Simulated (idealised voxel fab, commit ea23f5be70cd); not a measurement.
This section sets out a process module, namely voxel self aligned vias.
Cross-sectional view cut (width: 290 nm; square cell size: 5 nm).
Bands, listed from the top down, are how a cross-section gets written in this document; the cross-section itself is a grid of square cells, and a band is one or more rows of them.
A band entry consists of two parts. The first gives the height of the band's top and the height of its bottom, in nm. The rest lists the band's materials from left to right, each with its width in nm. A single material labelled with the word "all across" fills the band from edge to edge, and the word "air" marks empty space.
For the purposes of this specification, 0 denotes the height below which the wafer in its as-received condition is composed wholly of one material, and the lowermost band, lacking a lower limit, extends downward without end, as expressed in "0 -> down".
With a width like "30 to 40", each row of cells in the band differs from the next by the same amount, the top row carrying the first number and the bottom row the second.
Step note "no alteration" = no cross-section cell changed.
Look at "Trapped voids" for the closed voids: empty spaces with no open path to the top, sized 8 cells or up. Each is width x height at distance, distance from the left edge, all nm.
It should be noted that, on the line of a given step, the content following the step's settings is a remark produced by the simulator itself with respect to that step.
"overlay nm" on a masked step: distance the mask lay right of its planned place, negative for left.
Before/after cross-section pairs, one process step each; after shown to lowest changed band; step and settings beneath. Pairs may be from different runs of this module on the same starting wafer; a pair continues from the one above only where its "State on entry" entry says so.

-- State on entry
    0 -> down: Si all across
    Trapped voids: none

-- Post-Step Cross-Section
    15 -> 0: SiO2 all across
    No changes below 0.
    Trapped voids: none
The transition between the preceding cross-sections is accomplished by CONFORMAL_DEP (material SiO2; thk nm 15)

State on entry: after-step cross-section of the pair just above applies.

-- Post-Step Cross-Section
    20 -> 15: SiCN all across
    No changes below 15.
    Trapped voids: none
The transition between the preceding cross-sections is accomplished by CONFORMAL_DEP (material SiCN; thk nm 5)

State on entry: after-step cross-section of the pair just above applies.

-- Post-Step Cross-Section
    40 -> 20: SiO2 all across
    No changes below 20.
    Trapped voids: none
The transition between the preceding cross-sections is accomplished by DIRECTIONAL_DEP (material SiO2; thk nm 20)

State on entry: after-step cross-section of the pair just above applies.

-- Post-Step Cross-Section
    40 -> 20: 95 SiO2  25 air  45 SiO2  25 air  100 SiO2
    No changes below 20.
    Trapped voids: none
The transition between the preceding cross-sections is accomplished by MASKED_ETCH (tone open; mask id LINES; width nm 25; pitch nm 70; etch materials SiO2; depth nm 20; overlay nm 0)

State on entry: after-step cross-section of the pair just above applies.

-- Post-Step Cross-Section
    45 -> 40: 100 TiN  15 air  55 TiN  15 air  105 TiN
    40 -> 25: 95 SiO2  5 TiN  15 air  5 TiN  45 SiO2  5 TiN  15 air  5 TiN  100 SiO2
    25 -> 20: 95 SiO2  25 TiN  45 SiO2  25 TiN  100 SiO2
    No changes below 20.
    Trapped voids: none
The transition between the preceding cross-sections is accomplished by CONFORMAL_DEP (material TiN; thk nm 5)

State on entry: after-step cross-section of the pair just above applies.

-- Post-Step Cross-Section
    55 -> 45: Ru all across
    45 -> 40: 100 TiN  15 Ru  55 TiN  15 Ru  105 TiN
    40 -> 25: 95 SiO2  5 TiN  15 Ru  5 TiN  45 SiO2  5 TiN  15 Ru  5 TiN  100 SiO2
    No changes below 25.
    Trapped voids: none
The transition between the preceding cross-sections is accomplished by FILL_DEP (material Ru; thk nm 10)

State on entry: after-step cross-section of the pair just above applies.

-- Post-Step Cross-Section
    40 -> 25: 95 SiO2  5 TiN  15 Ru  5 TiN  45 SiO2  5 TiN  15 Ru  5 TiN  100 SiO2
    No changes below 25.
    Trapped voids: none
The transition between the preceding cross-sections is accomplished by CMP (height nm 40)

State on entry: after-step cross-section of the pair just above applies.

-- Post-Step Cross-Section
    40 -> 30: 95 SiO2  25 air  45 SiO2  25 air  100 SiO2
    No changes below 30.
    Trapped voids: none
The transition between the preceding cross-sections is accomplished by SELECTIVE_ETCH (etch materials W Ru TiN; depth nm 10)

State on entry: after-step cross-section of the pair just above applies.

-- Post-Step Cross-Section
    45 -> 40: SiN all across
    40 -> 30: 95 SiO2  25 SiN  45 SiO2  25 SiN  100 SiO2
    No changes below 30.
    Trapped voids: none
The transition between the preceding cross-sections is accomplished by FILL_DEP (material SiN; thk nm 5)

State on entry: after-step cross-section of the pair just above applies.

-- Post-Step Cross-Section
    40 -> 30: 95 SiO2  25 SiN  45 SiO2  25 SiN  100 SiO2
    No changes below 30.
    Trapped voids: none
The transition between the preceding cross-sections is accomplished by CMP (height nm 40)

State on entry: after-step cross-section of the pair just above applies.

-- Post-Step Cross-Section
    60 -> 40: SiO2 all across
    No changes below 40.
    Trapped voids: none
The transition between the preceding cross-sections is accomplished by DIRECTIONAL_DEP (material SiO2; thk nm 20)

State on entry: after-step cross-section of the pair just above applies.

-- Post-Step Cross-Section
    80 -> 60: 85 resist  45 air  160 resist
    No changes below 60.
    Trapped voids: none
The transition between the preceding cross-sections is accomplished by PATTERN (tone open; mask id VIAS; material resist; width nm 45; thk nm 20; overlay nm 0)

State on entry: after-step cross-section of the pair just above applies.

-- Post-Step Cross-Section
    80 -> 60: 85 resist  45 air  160 resist
    60 -> 40: 85 SiO2  45 air  160 SiO2
    No changes below 40.
    Trapped voids: none
The transition between the preceding cross-sections is accomplished by DIRECTIONAL_ETCH (etch materials SiO2; depth nm 20)

State on entry: after-step cross-section of the pair just above applies.

-- Post-Step Cross-Section
    80 -> 60: 85 resist  45 air  160 resist
    60 -> 40: 85 SiO2  45 air  160 SiO2
    40 -> 30: 95 SiO2  25 air  45 SiO2  25 SiN  100 SiO2
    No changes below 30.
    Trapped voids: none
The transition between the preceding cross-sections is accomplished by DIRECTIONAL_ETCH (etch materials SiN; depth nm 10)

State on entry: after-step cross-section of the pair just above applies.

-- Post-Step Cross-Section
    60 -> 40: 85 SiO2  45 air  160 SiO2
    No changes below 40.
    Trapped voids: none
The transition between the preceding cross-sections is accomplished by STRIP (etch materials resist)

State on entry: after-step cross-section of the pair just above applies.

-- Post-Step Cross-Section
    65 -> 60: 90 TiN  35 air  165 TiN
    60 -> 45: 85 SiO2  5 TiN  35 air  5 TiN  160 SiO2
    45 -> 40: 85 SiO2  15 TiN  15 air  15 TiN  160 SiO2
    40 -> 35: 95 SiO2  5 TiN  15 air  5 TiN  45 SiO2  25 SiN  100 SiO2
    35 -> 30: 95 SiO2  25 TiN  45 SiO2  25 SiN  100 SiO2
    No changes below 30.
    Trapped voids: none
The transition between the preceding cross-sections is accomplished by CONFORMAL_DEP (material TiN; thk nm 5)

State on entry: after-step cross-section of the pair just above applies.

-- Post-Step Cross-Section
    70 -> 65: W all across
    65 -> 60: 90 TiN  35 W  165 TiN
    60 -> 45: 85 SiO2  5 TiN  35 W  5 TiN  160 SiO2
    45 -> 40: 85 SiO2  15 TiN  15 W  15 TiN  160 SiO2
    40 -> 35: 95 SiO2  5 TiN  15 W  5 TiN  45 SiO2  25 SiN  100 SiO2
    No changes below 35.
    Trapped voids: none
The transition between the preceding cross-sections is accomplished by FILL_DEP (material W; thk nm 5)

State on entry: after-step cross-section of the pair just above applies.

-- Post-Step Cross-Section
    60 -> 45: 85 SiO2  5 TiN  35 W  5 TiN  160 SiO2
    No changes below 45.
    Trapped voids: none
The transition between the preceding cross-sections is accomplished by CMP (height nm 60)

State on entry: after-step cross-section of the pair just above applies.

-- Post-Step Cross-Section
    65 -> 60: SiN all across
    No changes below 60.
    Trapped voids: none
The transition between the preceding cross-sections is accomplished by CONFORMAL_DEP (material SiN; thk nm 5)

-- State on entry
    15 -> 0: SiO2 all across
    0 -> down: Si all across
    Trapped voids: none

-- Post-Step Cross-Section
    35 -> 0: SiO2 all across
    No changes below 0.
    Trapped voids: none
The transition between the preceding cross-sections is accomplished by DIRECTIONAL_DEP (material SiO2; thk nm 20)

State on entry: after-step cross-section of the pair just above applies.

-- Post-Step Cross-Section
    35 -> 15: 95 SiO2  25 air  45 SiO2  25 air  100 SiO2
    No changes below 15.
    Trapped voids: none
The transition between the preceding cross-sections is accomplished by MASKED_ETCH (tone open; mask id LINES; width nm 25; pitch nm 70; etch materials SiO2; depth nm 20; overlay nm 0)

State on entry: after-step cross-section of the pair just above applies.

-- Post-Step Cross-Section
    40 -> 35: 100 TiN  15 air  55 TiN  15 air  105 TiN
    35 -> 20: 95 SiO2  5 TiN  15 air  5 TiN  45 SiO2  5 TiN  15 air  5 TiN  100 SiO2
    20 -> 15: 95 SiO2  25 TiN  45 SiO2  25 TiN  100 SiO2
    No changes below 15.
    Trapped voids: none
The transition between the preceding cross-sections is accomplished by CONFORMAL_DEP (material TiN; thk nm 5)

State on entry: after-step cross-section of the pair just above applies.

-- Post-Step Cross-Section
    50 -> 40: Ru all across
    40 -> 35: 100 TiN  15 Ru  55 TiN  15 Ru  105 TiN
    35 -> 20: 95 SiO2  5 TiN  15 Ru  5 TiN  45 SiO2  5 TiN  15 Ru  5 TiN  100 SiO2
    No changes below 20.
    Trapped voids: none
The transition between the preceding cross-sections is accomplished by FILL_DEP (material Ru; thk nm 10)

State on entry: after-step cross-section of the pair just above applies.

-- Post-Step Cross-Section
    40 -> 35: 100 TiN  15 Ru  55 TiN  15 Ru  105 TiN
    No changes below 35.
    Trapped voids: none
The transition between the preceding cross-sections is accomplished by CMP (height nm 40)

State on entry: after-step cross-section of the pair just above applies.

-- Post-Step Cross-Section
    35 -> 30: 95 SiO2  25 air  45 SiO2  25 air  100 SiO2
    No changes below 30.
    Trapped voids: none
The transition between the preceding cross-sections is accomplished by SELECTIVE_ETCH (etch materials W Ru TiN; depth nm 10)

State on entry: after-step cross-section of the pair just above applies.

-- Post-Step Cross-Section
    40 -> 35: SiN all across
    35 -> 30: 95 SiO2  25 SiN  45 SiO2  25 SiN  100 SiO2
    No changes below 30.
    Trapped voids: none
The transition between the preceding cross-sections is accomplished by FILL_DEP (material SiN; thk nm 5)

State on entry: after-step cross-section of the pair just above applies.

-- Post-Step Cross-Section
    60 -> 40: SiO2 all across
    No changes below 40.
    Trapped voids: none
The transition between the preceding cross-sections is accomplished by DIRECTIONAL_DEP (material SiO2; thk nm 20)

State on entry: after-step cross-section of the pair just above applies.

-- Post-Step Cross-Section
    80 -> 60: 85 resist  45 air  160 resist
    No changes below 60.
    Trapped voids: none
The transition between the preceding cross-sections is accomplished by PATTERN (tone open; mask id VIAS; material resist; width nm 45; thk nm 20; overlay nm 0)

State on entry: after-step cross-section of the pair just above applies.

-- Post-Step Cross-Section
    80 -> 60: 85 resist  45 air  160 resist
    60 -> 40: 85 SiO2  45 air  160 SiO2
    No changes below 40.
    Trapped voids: none
The transition between the preceding cross-sections is accomplished by DIRECTIONAL_ETCH (etch materials SiO2; depth nm 20)

State on entry: after-step cross-section of the pair just above applies.

-- Post-Step Cross-Section
    80 -> 60: 85 resist  45 air  160 resist
    60 -> 40: 85 SiO2  45 air  160 SiO2
    40 -> 35: 85 SiN  45 air  160 SiN
    35 -> 30: 95 SiO2  25 air  45 SiO2  25 SiN  100 SiO2
    No changes below 30.
    Trapped voids: none
The transition between the preceding cross-sections is accomplished by DIRECTIONAL_ETCH (etch materials SiN; depth nm 10)

State on entry: after-step cross-section of the pair just above applies.

-- Post-Step Cross-Section
    60 -> 40: 85 SiO2  45 air  160 SiO2
    No changes below 40.
    Trapped voids: none
The transition between the preceding cross-sections is accomplished by STRIP (etch materials resist)

State on entry: after-step cross-section of the pair just above applies.

-- Post-Step Cross-Section
    65 -> 60: 90 TiN  35 air  165 TiN
    60 -> 40: 85 SiO2  5 TiN  35 air  5 TiN  160 SiO2
    40 -> 35: 85 SiN  15 TiN  15 air  15 TiN  160 SiN
    35 -> 30: 95 SiO2  25 TiN  45 SiO2  25 SiN  100 SiO2
    No changes below 30.
    Trapped voids: none
The transition between the preceding cross-sections is accomplished by CONFORMAL_DEP (material TiN; thk nm 5)

State on entry: after-step cross-section of the pair just above applies.

-- Post-Step Cross-Section
    70 -> 65: W all across
    65 -> 60: 90 TiN  35 W  165 TiN
    60 -> 40: 85 SiO2  5 TiN  35 W  5 TiN  160 SiO2
    40 -> 35: 85 SiN  15 TiN  15 W  15 TiN  160 SiN
    No changes below 35.
    Trapped voids: none
The transition between the preceding cross-sections is accomplished by FILL_DEP (material W; thk nm 5)

State on entry: after-step cross-section of the pair just above applies.

-- Post-Step Cross-Section
    60 -> 40: 85 SiO2  5 TiN  35 W  5 TiN  160 SiO2
    No changes below 40.
    Trapped voids: none
The transition between the preceding cross-sections is accomplished by CMP (height nm 60)

State on entry: after-step cross-section of the pair just above applies.

-- Post-Step Cross-Section
    65 -> 60: SiN all across
    No changes below 60.
    Trapped voids: none
The transition between the preceding cross-sections is accomplished by CONFORMAL_DEP (material SiN; thk nm 5)

-- State on entry
    80 -> 60: 85 resist  45 air  160 resist
    60 -> 40: 85 SiO2  45 air  160 SiO2
    40 -> 30: 95 SiO2  25 SiN  45 SiO2  25 SiN  100 SiO2
    30 -> 25: 95 SiO2  5 TiN  15 Ru  5 TiN  45 SiO2  5 TiN  15 Ru  5 TiN  100 SiO2
    25 -> 20: 95 SiO2  25 TiN  45 SiO2  25 TiN  100 SiO2
    20 -> 15: SiCN all across
    15 -> 0: SiO2 all across
    0 -> down: Si all across
    Trapped voids: none

-- Post-Step Cross-Section
    80 -> 60: 85 resist  45 air  160 resist
    60 -> 40: 85 SiO2  45 air  160 SiO2
    40 -> 30: 85 SiO2  10 air  25 SiN  10 air  35 SiO2  25 SiN  100 SiO2
    30 -> 25: 85 SiO2  10 air  5 TiN  15 Ru  5 TiN  10 air  35 SiO2  5 TiN  15 Ru  5 TiN  100 SiO2
    25 -> 20: 85 SiO2  10 air  25 TiN  10 air  35 SiO2  25 TiN  100 SiO2
    No changes below 20.
    Trapped voids: none
The transition between the preceding cross-sections is accomplished by DIRECTIONAL_ETCH (etch materials SiO2; depth nm 20)

State on entry: after-step cross-section of the pair just above applies.

-- Post-Step Cross-Section
    80 -> 60: 85 resist  45 air  160 resist
    60 -> 40: 85 SiO2  45 air  160 SiO2
    40 -> 30: 85 SiO2  45 air  35 SiO2  25 SiN  100 SiO2
    No changes below 30.
    Trapped voids: none
The transition between the preceding cross-sections is accomplished by DIRECTIONAL_ETCH (etch materials SiN; depth nm 10)

State on entry: after-step cross-section of the pair just above applies.

-- Post-Step Cross-Section
    60 -> 40: 85 SiO2  45 air  160 SiO2
    No changes below 40.
    Trapped voids: none
The transition between the preceding cross-sections is accomplished by STRIP (etch materials resist)

State on entry: after-step cross-section of the pair just above applies.

-- Post-Step Cross-Section
    65 -> 60: 90 TiN  35 air  165 TiN
    60 -> 40: 85 SiO2  5 TiN  35 air  5 TiN  160 SiO2
    40 -> 35: 85 SiO2  5 TiN  35 air  5 TiN  35 SiO2  25 SiN  100 SiO2
    35 -> 30: 85 SiO2  45 TiN  35 SiO2  25 SiN  100 SiO2
    30 -> 25: 85 SiO2  15 TiN  15 Ru  15 TiN  35 SiO2  5 TiN  15 Ru  5 TiN  100 SiO2
    25 -> 20: 85 SiO2  45 TiN  35 SiO2  25 TiN  100 SiO2
    No changes below 20.
    Trapped voids: none
The transition between the preceding cross-sections is accomplished by CONFORMAL_DEP (material TiN; thk nm 5)

State on entry: after-step cross-section of the pair just above applies.

-- Post-Step Cross-Section
    70 -> 65: W all across
    65 -> 60: 90 TiN  35 W  165 TiN
    60 -> 40: 85 SiO2  5 TiN  35 W  5 TiN  160 SiO2
    40 -> 35: 85 SiO2  5 TiN  35 W  5 TiN  35 SiO2  25 SiN  100 SiO2
    No changes below 35.
    Trapped voids: none
The transition between the preceding cross-sections is accomplished by FILL_DEP (material W; thk nm 5)

State on entry: after-step cross-section of the pair just above applies.

-- Post-Step Cross-Section
    60 -> 40: 85 SiO2  5 TiN  35 W  5 TiN  160 SiO2
    No changes below 40.
    Trapped voids: none
The transition between the preceding cross-sections is accomplished by CMP (height nm 60)

State on entry: after-step cross-section of the pair just above applies.

-- Post-Step Cross-Section
    65 -> 60: SiN all across
    No changes below 60.
    Trapped voids: none
The transition between the preceding cross-sections is accomplished by CONFORMAL_DEP (material SiN; thk nm 5)

-- State on entry
    35 -> 0: SiO2 all across
    0 -> down: Si all across
    Trapped voids: none

-- Post-Step Cross-Section
    40 -> 35: SiCN all across
    No changes below 35.
    Trapped voids: none
The transition between the preceding cross-sections is accomplished by CONFORMAL_DEP (material SiCN; thk nm 5)

State on entry: after-step cross-section of the pair just above applies.

-- Post-Step Cross-Section
    45 -> 40: TiN all across
    No changes below 40.
    Trapped voids: none
The transition between the preceding cross-sections is accomplished by CONFORMAL_DEP (material TiN; thk nm 5)

State on entry: after-step cross-section of the pair just above applies.

-- Post-Step Cross-Section
    55 -> 45: Ru all across
    No changes below 45.
    Trapped voids: none
The transition between the preceding cross-sections is accomplished by FILL_DEP (material Ru; thk nm 10)

State on entry: after-step cross-section of the pair just above applies.

-- Post-Step Cross-Section
    40 -> 35: SiCN all across
    No changes below 35.
    Trapped voids: none
The transition between the preceding cross-sections is accomplished by CMP (height nm 40)

State on entry: after-step cross-section of the pair just above applies.

-- Post-Step Cross-Section
    45 -> 40: SiN all across
    No changes below 40.
    Trapped voids: none
The transition between the preceding cross-sections is accomplished by FILL_DEP (material SiN; thk nm 5)

State on entry: after-step cross-section of the pair just above applies.

-- Post-Step Cross-Section
    40 -> 35: SiCN all across
    No changes below 35.
    Trapped voids: none
The transition between the preceding cross-sections is accomplished by CMP (height nm 40)

State on entry: after-step cross-section of the pair just above applies.

-- Post-Step Cross-Section
    60 -> 40: SiO2 all across
    No changes below 40.
    Trapped voids: none
The transition between the preceding cross-sections is accomplished by DIRECTIONAL_DEP (material SiO2; thk nm 20)

State on entry: after-step cross-section of the pair just above applies.

-- Post-Step Cross-Section
    80 -> 60: 85 resist  45 air  160 resist
    No changes below 60.
    Trapped voids: none
The transition between the preceding cross-sections is accomplished by PATTERN (tone open; mask id VIAS; material resist; width nm 45; thk nm 20; overlay nm 0)

State on entry: after-step cross-section of the pair just above applies.

-- Post-Step Cross-Section
    80 -> 60: 85 resist  45 air  160 resist
    60 -> 40: 85 SiO2  45 air  160 SiO2
    No changes below 40.
    Trapped voids: none
The transition between the preceding cross-sections is accomplished by DIRECTIONAL_ETCH (etch materials SiO2; depth nm 20)

State on entry: after-step cross-section of the pair just above applies.

-- Post-Step Cross-Section
    60 -> 40: 85 SiO2  45 air  160 SiO2
    No changes below 40.
    Trapped voids: none
The transition between the preceding cross-sections is accomplished by STRIP (etch materials resist)

State on entry: after-step cross-section of the pair just above applies.

-- Post-Step Cross-Section
    65 -> 60: 90 TiN  35 air  165 TiN
    60 -> 45: 85 SiO2  5 TiN  35 air  5 TiN  160 SiO2
    45 -> 40: 85 SiO2  45 TiN  160 SiO2
    No changes below 40.
    Trapped voids: none
The transition between the preceding cross-sections is accomplished by CONFORMAL_DEP (material TiN; thk nm 5)

State on entry: after-step cross-section of the pair just above applies.

-- Post-Step Cross-Section
    70 -> 65: W all across
    65 -> 60: 90 TiN  35 W  165 TiN
    60 -> 45: 85 SiO2  5 TiN  35 W  5 TiN  160 SiO2
    No changes below 45.
    Trapped voids: none
The transition between the preceding cross-sections is accomplished by FILL_DEP (material W; thk nm 5)

State on entry: after-step cross-section of the pair just above applies.

-- Post-Step Cross-Section
    60 -> 45: 85 SiO2  5 TiN  35 W  5 TiN  160 SiO2
    No changes below 45.
    Trapped voids: none
The transition between the preceding cross-sections is accomplished by CMP (height nm 60)

State on entry: after-step cross-section of the pair just above applies.

-- Post-Step Cross-Section
    65 -> 60: SiN all across
    No changes below 60.
    Trapped voids: none
The transition between the preceding cross-sections is accomplished by CONFORMAL_DEP (material SiN; thk nm 5)

-- State on entry
    40 -> 30: 95 SiO2  25 SiN  45 SiO2  25 SiN  100 SiO2
    30 -> 25: 95 SiO2  5 TiN  15 Ru  5 TiN  45 SiO2  5 TiN  15 Ru  5 TiN  100 SiO2
    25 -> 20: 95 SiO2  25 TiN  45 SiO2  25 TiN  100 SiO2
    20 -> 15: SiCN all across
    15 -> 0: SiO2 all across
    0 -> down: Si all across
    Trapped voids: none

-- Post-Step Cross-Section
    55 -> 40: SiO2 all across
    No changes below 40.
    Trapped voids: none
The transition between the preceding cross-sections is accomplished by DIRECTIONAL_DEP (material SiO2; thk nm 15)

State on entry: after-step cross-section of the pair just above applies.

-- Post-Step Cross-Section
    75 -> 55: 85 resist  45 air  160 resist
    No changes below 55.
    Trapped voids: none
The transition between the preceding cross-sections is accomplished by PATTERN (tone open; mask id VIAS; material resist; width nm 45; thk nm 20; overlay nm 0)

State on entry: after-step cross-section of the pair just above applies.

-- Post-Step Cross-Section
    75 -> 55: 85 resist  45 air  160 resist
    55 -> 40: 85 SiO2  45 air  160 SiO2
    40 -> 35: 85 SiO2  10 air  25 SiN  10 air  35 SiO2  25 SiN  100 SiO2
    No changes below 35.
    Trapped voids: none
The transition between the preceding cross-sections is accomplished by DIRECTIONAL_ETCH (etch materials SiO2; depth nm 20)

State on entry: after-step cross-section of the pair just above applies.

-- Post-Step Cross-Section
    75 -> 55: 85 resist  45 air  160 resist
    55 -> 40: 85 SiO2  45 air  160 SiO2
    40 -> 30: 85 to 95 SiO2  45 to 25 air  35 to 45 SiO2  25 SiN  100 SiO2
    No changes below 30.
    Trapped voids: none
The transition between the preceding cross-sections is accomplished by DIRECTIONAL_ETCH (etch materials SiN; depth nm 10)

State on entry: after-step cross-section of the pair just above applies.

-- Post-Step Cross-Section
    55 -> 40: 85 SiO2  45 air  160 SiO2
    No changes below 40.
    Trapped voids: none
The transition between the preceding cross-sections is accomplished by STRIP (etch materials resist)

State on entry: after-step cross-section of the pair just above applies.

-- Post-Step Cross-Section
    60 -> 55: 90 TiN  35 air  165 TiN
    55 -> 40: 85 SiO2  5 TiN  35 air  5 TiN  160 SiO2
    40 -> 35: 85 SiO2  15 TiN  15 air  15 TiN  35 SiO2  25 SiN  100 SiO2
    35 -> 30: 95 SiO2  25 TiN  45 SiO2  25 SiN  100 SiO2
    No changes below 30.
    Trapped voids: none
The transition between the preceding cross-sections is accomplished by CONFORMAL_DEP (material TiN; thk nm 5)

State on entry: after-step cross-section of the pair just above applies.

-- Post-Step Cross-Section
    65 -> 60: W all across
    60 -> 55: 90 TiN  35 W  165 TiN
    55 -> 40: 85 SiO2  5 TiN  35 W  5 TiN  160 SiO2
    40 -> 35: 85 SiO2  15 TiN  15 W  15 TiN  35 SiO2  25 SiN  100 SiO2
    No changes below 35.
    Trapped voids: none
The transition between the preceding cross-sections is accomplished by FILL_DEP (material W; thk nm 5)

State on entry: after-step cross-section of the pair just above applies.

-- Post-Step Cross-Section
    60 -> 55: 90 TiN  35 W  165 TiN
    No changes below 55.
    Trapped voids: none
The transition between the preceding cross-sections is accomplished by CMP (height nm 60)

State on entry: after-step cross-section of the pair just above applies.

-- Post-Step Cross-Section
    65 -> 60: SiN all across
    No changes below 60.
    Trapped voids: none
The transition between the preceding cross-sections is accomplished by CONFORMAL_DEP (material SiN; thk nm 5)

-- State on entry
    60 -> 40: SiO2 all across
    40 -> 30: 95 SiO2  25 SiN  45 SiO2  25 SiN  100 SiO2
    30 -> 25: 95 SiO2  5 TiN  15 Ru  5 TiN  45 SiO2  5 TiN  15 Ru  5 TiN  100 SiO2
    25 -> 20: 95 SiO2  25 TiN  45 SiO2  25 TiN  100 SiO2
    20 -> 15: SiCN all across
    15 -> 0: SiO2 all across
    0 -> down: Si all across
    Trapped voids: none

-- Post-Step Cross-Section
    80 -> 60: 90 resist  35 air  165 resist
    No changes below 60.
    Trapped voids: none
The transition between the preceding cross-sections is accomplished by PATTERN (tone open; mask id VIAS; material resist; width nm 35; thk nm 20; overlay nm 0)

State on entry: after-step cross-section of the pair just above applies.

-- Post-Step Cross-Section
    80 -> 60: 90 resist  35 air  165 resist
    60 -> 40: 90 SiO2  35 air  165 SiO2
    No changes below 40.
    Trapped voids: none
The transition between the preceding cross-sections is accomplished by DIRECTIONAL_ETCH (etch materials SiO2; depth nm 20)

State on entry: after-step cross-section of the pair just above applies.

-- Post-Step Cross-Section
    80 -> 60: 90 resist  35 air  165 resist
    60 -> 40: 90 SiO2  35 air  165 SiO2
    40 -> 30: 95 SiO2  25 air  45 SiO2  25 SiN  100 SiO2
    No changes below 30.
    Trapped voids: none
The transition between the preceding cross-sections is accomplished by DIRECTIONAL_ETCH (etch materials SiN; depth nm 10)

State on entry: after-step cross-section of the pair just above applies.

-- Post-Step Cross-Section
    60 -> 40: 90 SiO2  35 air  165 SiO2
    No changes below 40.
    Trapped voids: none
The transition between the preceding cross-sections is accomplished by STRIP (etch materials resist)

State on entry: after-step cross-section of the pair just above applies.

-- Post-Step Cross-Section
    65 -> 60: 95 TiN  25 air  170 TiN
    60 -> 45: 90 SiO2  5 TiN  25 air  5 TiN  165 SiO2
    45 -> 40: 90 SiO2  10 TiN  15 air  10 TiN  165 SiO2
    40 -> 35: 95 SiO2  5 TiN  15 air  5 TiN  45 SiO2  25 SiN  100 SiO2
    35 -> 30: 95 SiO2  25 TiN  45 SiO2  25 SiN  100 SiO2
    No changes below 30.
    Trapped voids: none
The transition between the preceding cross-sections is accomplished by CONFORMAL_DEP (material TiN; thk nm 5)

State on entry: after-step cross-section of the pair just above applies.

-- Post-Step Cross-Section
    70 -> 65: W all across
    65 -> 60: 95 TiN  25 W  170 TiN
    60 -> 45: 90 SiO2  5 TiN  25 W  5 TiN  165 SiO2
    45 -> 40: 90 SiO2  10 TiN  15 W  10 TiN  165 SiO2
    40 -> 35: 95 SiO2  5 TiN  15 W  5 TiN  45 SiO2  25 SiN  100 SiO2
    No changes below 35.
    Trapped voids: none
The transition between the preceding cross-sections is accomplished by FILL_DEP (material W; thk nm 5)

State on entry: after-step cross-section of the pair just above applies.

-- Post-Step Cross-Section
    60 -> 45: 90 SiO2  5 TiN  25 W  5 TiN  165 SiO2
    No changes below 45.
    Trapped voids: none
The transition between the preceding cross-sections is accomplished by CMP (height nm 60)

State on entry: after-step cross-section of the pair just above applies.

-- Post-Step Cross-Section
    65 -> 60: SiN all across
    No changes below 60.
    Trapped voids: none
The transition between the preceding cross-sections is accomplished by CONFORMAL_DEP (material SiN; thk nm 5)

-- State on entry
    60 -> 40: SiO2 all across
    40 -> 30: 95 SiO2  25 SiN  45 SiO2  25 SiN  100 SiO2
    30 -> 25: 95 SiO2  5 TiN  15 Ru  5 TiN  45 SiO2  5 TiN  15 Ru  5 TiN  100 SiO2
    25 -> 20: 95 SiO2  25 TiN  45 SiO2  25 TiN  100 SiO2
    20 -> 15: SiCN all across
    15 -> 0: SiO2 all across
    0 -> down: Si all across
    Trapped voids: none

-- Post-Step Cross-Section
    80 -> 60: 95 resist  45 air  150 resist
    No changes below 60.
    Trapped voids: none
The transition between the preceding cross-sections is accomplished by PATTERN (tone open; mask id VIAS; material resist; width nm 45; thk nm 20; overlay nm 10)

State on entry: after-step cross-section of the pair just above applies.

-- Post-Step Cross-Section
    80 -> 60: 95 resist  45 air  150 resist
    60 -> 40: 95 SiO2  45 air  150 SiO2
    No changes below 40.
    Trapped voids: none
The transition between the preceding cross-sections is accomplished by DIRECTIONAL_ETCH (etch materials SiO2; depth nm 20)

State on entry: after-step cross-section of the pair just above applies.

-- Post-Step Cross-Section
    80 -> 60: 95 resist  45 air  150 resist
    60 -> 40: 95 SiO2  45 air  150 SiO2
    40 -> 30: 95 SiO2  25 air  45 SiO2  25 SiN  100 SiO2
    No changes below 30.
    Trapped voids: none
The transition between the preceding cross-sections is accomplished by DIRECTIONAL_ETCH (etch materials SiN; depth nm 10)

State on entry: after-step cross-section of the pair just above applies.

-- Post-Step Cross-Section
    60 -> 40: 95 SiO2  45 air  150 SiO2
    No changes below 40.
    Trapped voids: none
The transition between the preceding cross-sections is accomplished by STRIP (etch materials resist)

State on entry: after-step cross-section of the pair just above applies.

-- Post-Step Cross-Section
    65 -> 60: 100 TiN  35 air  155 TiN
    60 -> 45: 95 SiO2  5 TiN  35 air  5 TiN  150 SiO2
    45 -> 40: 95 SiO2  5 TiN  15 air  25 TiN  150 SiO2
    40 -> 35: 95 SiO2  5 TiN  15 air  5 TiN  45 SiO2  25 SiN  100 SiO2
    35 -> 30: 95 SiO2  25 TiN  45 SiO2  25 SiN  100 SiO2
    No changes below 30.
    Trapped voids: none
The transition between the preceding cross-sections is accomplished by CONFORMAL_DEP (material TiN; thk nm 5)

State on entry: after-step cross-section of the pair just above applies.

-- Post-Step Cross-Section
    70 -> 65: W all across
    65 -> 60: 100 TiN  35 W  155 TiN
    60 -> 45: 95 SiO2  5 TiN  35 W  5 TiN  150 SiO2
    45 -> 40: 95 SiO2  5 TiN  15 W  25 TiN  150 SiO2
    40 -> 35: 95 SiO2  5 TiN  15 W  5 TiN  45 SiO2  25 SiN  100 SiO2
    No changes below 35.
    Trapped voids: none
The transition between the preceding cross-sections is accomplished by FILL_DEP (material W; thk nm 5)

State on entry: after-step cross-section of the pair just above applies.

-- Post-Step Cross-Section
    60 -> 45: 95 SiO2  5 TiN  35 W  5 TiN  150 SiO2
    No changes below 45.
    Trapped voids: none
The transition between the preceding cross-sections is accomplished by CMP (height nm 60)

State on entry: after-step cross-section of the pair just above applies.

-- Post-Step Cross-Section
    65 -> 60: SiN all across
    No changes below 60.
    Trapped voids: none
The transition between the preceding cross-sections is accomplished by CONFORMAL_DEP (material SiN; thk nm 5)

-- State on entry
    40 -> 20: 95 SiO2  25 air  45 SiO2  25 air  100 SiO2
    20 -> 15: SiCN all across
    15 -> 0: SiO2 all across
    0 -> down: Si all across
    Trapped voids: none

-- Post-Step Cross-Section
    45 -> 25: 100 SiO2  15 air  55 SiO2  15 air  105 SiO2
    25 -> 20: SiO2 all across
    No changes below 20.
    Trapped voids: none
The transition between the preceding cross-sections is accomplished by CONFORMAL_DEP (material SiO2; thk nm 5)

State on entry: after-step cross-section of the pair just above applies.

-- Post-Step Cross-Section
    55 -> 45: Ru all across
    45 -> 25: 100 SiO2  15 Ru  55 SiO2  15 Ru  105 SiO2
    No changes below 25.
    Trapped voids: none
The transition between the preceding cross-sections is accomplished by FILL_DEP (material Ru; thk nm 10)

State on entry: after-step cross-section of the pair just above applies.

-- Post-Step Cross-Section
    40 -> 25: 100 SiO2  15 Ru  55 SiO2  15 Ru  105 SiO2
    No changes below 25.
    Trapped voids: none
The transition between the preceding cross-sections is accomplished by CMP (height nm 40)
